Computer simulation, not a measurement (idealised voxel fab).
process module | voxel tone inversion
cross-section cut | 235 nm wide | cells 5 nm
A cross-section is a grid of square cells, given in bands from the top down. A band is one or more rows of cells.
Each band's line starts with the height of the band's top and of its bottom, in nm. Then come its materials from left to right, each with its width in nm. One material with "throughout" fills the band from edge to edge. "air" is empty space.
Height 0 is the level under which the wafer as received is all one material. The lowest band goes on downwards, as in "0 down".
A width such as "30 to 40" changes by the same amount from each row of cells to the next, from the band's top row to its bottom row.
"no change" after a step means that no cell of the cross-section changed.
closed voids: empty space of 8 cells or more with no open way to the top, each as width x height at its distance from the left edge, in nm
after a step's settings: what the simulator itself notes on the step
overlay nm, on a step with a mask: how far to the right of its planned place the mask lay; to the left if negative
plan
1 op RECEIVE | material Si
2 op CONFORMAL_DEP | material SiCN | thk nm 5
3 op DIRECTIONAL_DEP | material aC | thk nm 15
4 op PATTERN | tone cover | mask id POSTS | material resist | width nm 20 | pitch nm 45 | thk nm 25 | overlay nm 0
5 op DIRECTIONAL_ETCH | etch materials aC | depth nm 15
6 op STRIP | etch materials resist
7 op FILL_DEP | material SiO2 | thk nm 5
8 op CMP | height nm 20
9 op STRIP | etch materials aC
10 op CONFORMAL_DEP | material TiN | thk nm 5
11 op FILL_DEP | material W | thk nm 10
12 op CMP | height nm 20
13 op CONFORMAL_DEP | material SiN | thk nm 5
as received, after step 1
  0 down: Si throughout
  closed voids: none
a wafer at the end: this start, this plan, one mistake
  25 to 20: SiN throughout
  20 to 15: SiO2 throughout
  15 to 0: SiO2 85 | aC 20 | SiO2 25 | aC 20 | SiO2 85
  0 down: Si throughout
  closed voids: none
what went wrong: step 2 was left out
